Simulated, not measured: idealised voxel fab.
A process module follows: voxel ribs on slabs.
Section cut is 300 nm wide and gridded with 5 nm square cells.
Square cells in a grid make up a cross-section in this document, and the grid is given as bands, listed from the top down, each one or more rows of cells.
Per band: top height and bottom height in nm, followed by the left-to-right materials and their widths in nm; "edge to edge" marks a single material spanning edge to edge, "empty" marks empty space.
Below 0: as-received wafer, all one material; heights counted from there. Lowest band: no bottom, goes on down, written "top 0, no bottom".
Graded width ("30..40"): value in top row of band = first number; value in bottom row = second number; row-to-row change constant.
Basically "no change occurred" means that step didn't change any cell in the cross-section.
If an empty space has no open way to the top and is at least 8 cells in size, "Enclosed empty spaces" lists it, written width x height at distance, where distance is measured from the left edge and every value is in nm.
Whatever follows a step's settings on its line is a remark the simulator itself makes about that step.
Among the settings permitted on a step's line is "overlay nm"; applied to a step with a mask, it specifies the extent to which the mask lay to the right of its planned position, whereas a negative figure signifies a position to the left.
-- Below is the list of planned process steps
1. RECEIVE [material Si]
2. DIRECTIONAL_DEP [material SiO2] [thk nm 20]
3. DIRECTIONAL_DEP [material polySi] [thk nm 20]
4. DIRECTIONAL_DEP [material aC] [thk nm 15]
5. PATTERN [tone cover] [mask id RIB] [material resist] [width nm 30] [thk nm 30] [overlay nm 0]
6. DIRECTIONAL_ETCH [etch materials aC] [depth nm 15]
7. STRIP [etch materials resist]
8. DIRECTIONAL_ETCH [etch materials polySi] [depth nm 10]
9. STRIP [etch materials aC]
10. PATTERN [tone cover] [mask id SLAB] [material resist] [width nm 90] [thk nm 20] [overlay nm 0]
11. DIRECTIONAL_ETCH [etch materials polySi] [depth nm 10]
12. STRIP [etch materials resist]
13. FILL_DEP [material SiO2] [thk nm 30]
14. CMP [height nm 60]
15. DIRECTIONAL_DEP [material TiN] [thk nm 5]
16. DIRECTIONAL_DEP [material aC] [thk nm 15]
17. PATTERN [tone cover] [mask id HEATER] [material resist] [width nm 40] [thk nm 30] [overlay nm 0]
18. DIRECTIONAL_ETCH [etch materials aC] [depth nm 15]
19. STRIP [etch materials resist]
20. DIRECTIONAL_ETCH [etch materials TiN] [depth nm 5]
21. STRIP [etch materials aC]
22. CONFORMAL_DEP [material SiO2] [thk nm 5]
-- What follows covers the first of two wafers; it ran as planned
-- Cross-section of the incoming wafer, state after step 1
top 0, no bottom | Si edge to edge
Enclosed empty spaces: none
-- Cross-section through the wafer, step 2 finished
top 20, bottom 0 | SiO2 edge to edge
No changes below 0.
-- Cross-section through the wafer, step 3 finished
top 40, bottom 20 | polySi edge to edge
No changes below 20.
-- Cross-section through the wafer, step 4 finished
top 55, bottom 40 | aC edge to edge
No changes below 40.
-- Cross-section through the wafer, step 5 finished
top 85, bottom 55 | empty (135)  resist (30)  empty (135)
No changes below 55.
-- Cross-section through the wafer, step 6 finished
top 70, bottom 55 | empty (135)  resist (30)  empty (135)
top 55, bottom 40 | empty (135)  aC (30)  empty (135)
No changes below 40.
-- Cross-section through the wafer, step 7 finished
top 55, bottom 40 | empty (135)  aC (30)  empty (135)
No changes below 40.
-- Cross-section through the wafer, step 8 finished
top 55, bottom 40 | empty (135)  aC (30)  empty (135)
top 40, bottom 30 | empty (135)  polySi (30)  empty (135)
No changes below 30.
-- Cross-section through the wafer, step 9 finished
top 40, bottom 30 | empty (135)  polySi (30)  empty (135)
No changes below 30.
-- Cross-section through the wafer, step 10 finished
top 60, bottom 40 | empty (105)  resist (90)  empty (105)
top 40, bottom 30 | empty (105)  resist (30)  polySi (30)  resist (30)  empty (105)
No changes below 30.
-- Cross-section through the wafer, step 11 finished
top 60, bottom 40 | empty (105)  resist (90)  empty (105)
top 40, bottom 30 | empty (105)  resist (30)  polySi (30)  resist (30)  empty (105)
top 30, bottom 20 | empty (105)  polySi (90)  empty (105)
No changes below 20.
-- Cross-section through the wafer, step 12 finished
top 40, bottom 30 | empty (135)  polySi (30)  empty (135)
No changes below 30.
-- Cross-section through the wafer, step 13 finished
top 70, bottom 40 | SiO2 edge to edge
top 40, bottom 30 | SiO2 (135)  polySi (30)  SiO2 (135)
top 30, bottom 20 | SiO2 (105)  polySi (90)  SiO2 (105)
No changes below 20.
-- Cross-section through the wafer, step 14 finished
top 60, bottom 40 | SiO2 edge to edge
No changes below 40.
-- Cross-section through the wafer, step 15 finished
top 65, bottom 60 | TiN edge to edge
No changes below 60.
-- Cross-section through the wafer, step 16 finished
top 80, bottom 65 | aC edge to edge
No changes below 65.
-- Cross-section through the wafer, step 17 finished
top 110, bottom 80 | empty (130)  resist (40)  empty (130)
No changes below 80.
-- Cross-section through the wafer, step 18 finished
top 95, bottom 80 | empty (130)  resist (40)  empty (130)
top 80, bottom 65 | empty (130)  aC (40)  empty (130)
No changes below 65.
-- Cross-section through the wafer, step 19 finished
top 80, bottom 65 | empty (130)  aC (40)  empty (130)
No changes below 65.
-- Cross-section through the wafer, step 20 finished
top 80, bottom 65 | empty (130)  aC (40)  empty (130)
top 65, bottom 60 | empty (130)  TiN (40)  empty (130)
No changes below 60.
-- Cross-section through the wafer, step 21 finished
top 65, bottom 60 | empty (130)  TiN (40)  empty (130)
No changes below 60.
-- Cross-section through the wafer, step 22 finished
top 70, bottom 65 | empty (125)  SiO2 (50)  empty (125)
top 65, bottom 60 | SiO2 (130)  TiN (40)  SiO2 (130)
No changes below 60.
-- Wafer two of two - same starting point, same process plan, one mistake in execution; matches wafer one up to and including step 2
-- Cross-section, second wafer, at the end time the plan gives for step 3
top 40, bottom 20 | TiN edge to edge
No changes below 20.
-- Cross-section, second wafer, at the end time the plan gives for step 4
top 55, bottom 40 | aC edge to edge
No changes below 40.
-- Cross-section, second wafer, at the end time the plan gives for step 5
top 85, bottom 55 | empty (135)  resist (30)  empty (135)
No changes below 55.
-- Cross-section, second wafer, at the end time the plan gives for step 6
top 70, bottom 55 | empty (135)  resist (30)  empty (135)
top 55, bottom 40 | empty (135)  aC (30)  empty (135)
No changes below 40.
-- Cross-section, second wafer, at the end time the plan gives for step 7
top 55, bottom 40 | empty (135)  aC (30)  empty (135)
No changes below 40.
Cross-section, second wafer, at the end time the plan gives for step 8: no change occurred
-- Cross-section, second wafer, at the end time the plan gives for step 9
top 40, bottom 20 | TiN edge to edge
No changes below 20.
-- Cross-section, second wafer, at the end time the plan gives for step 10
top 60, bottom 40 | empty (105)  resist (90)  empty (105)
No changes below 40.
Cross-section, second wafer, at the end time the plan gives for step 11: no change occurred
-- Cross-section, second wafer, at the end time the plan gives for step 12
top 40, bottom 20 | TiN edge to edge
No changes below 20.
-- Cross-section, second wafer, at the end time the plan gives for step 13
top 70, bottom 40 | SiO2 edge to edge
No changes below 40.
-- Cross-section, second wafer, at the end time the plan gives for step 14
top 60, bottom 40 | SiO2 edge to edge
No changes below 40.
-- Cross-section, second wafer, at the end time the plan gives for step 15
top 65, bottom 60 | TiN edge to edge
No changes below 60.
-- Cross-section, second wafer, at the end time the plan gives for step 16
top 80, bottom 65 | aC edge to edge
No changes below 65.
-- Cross-section, second wafer, at the end time the plan gives for step 17
top 110, bottom 80 | empty (130)  resist (40)  empty (130)
No changes below 80.
-- Cross-section, second wafer, at the end time the plan gives for step 18
top 95, bottom 80 | empty (130)  resist (40)  empty (130)
top 80, bottom 65 | empty (130)  aC (40)  empty (130)
No changes below 65.
-- Cross-section, second wafer, at the end time the plan gives for step 19
top 80, bottom 65 | empty (130)  aC (40)  empty (130)
No changes below 65.
-- Cross-section, second wafer, at the end time the plan gives for step 20
top 80, bottom 65 | empty (130)  aC (40)  empty (130)
top 65, bottom 60 | empty (130)  TiN (40)  empty (130)
No changes below 60.
-- Cross-section, second wafer, at the end time the plan gives for step 21
top 65, bottom 60 | empty (130)  TiN (40)  empty (130)
No changes below 60.
-- Cross-section, second wafer, at the end time the plan gives for step 22
top 70, bottom 65 | empty (125)  SiO2 (50)  empty (125)
top 65, bottom 60 | SiO2 (130)  TiN (40)  SiO2 (130)
No changes below 60.
Deviation noted in wafer processing: step 3: run off-plan, actual operation and settings DIRECTIONAL_DEP [material TiN] [thk nm 20]
at the end the second wafer has, in cells: SiO2: 192 fewer; TiN: 240 more; polySi: 48 fewer
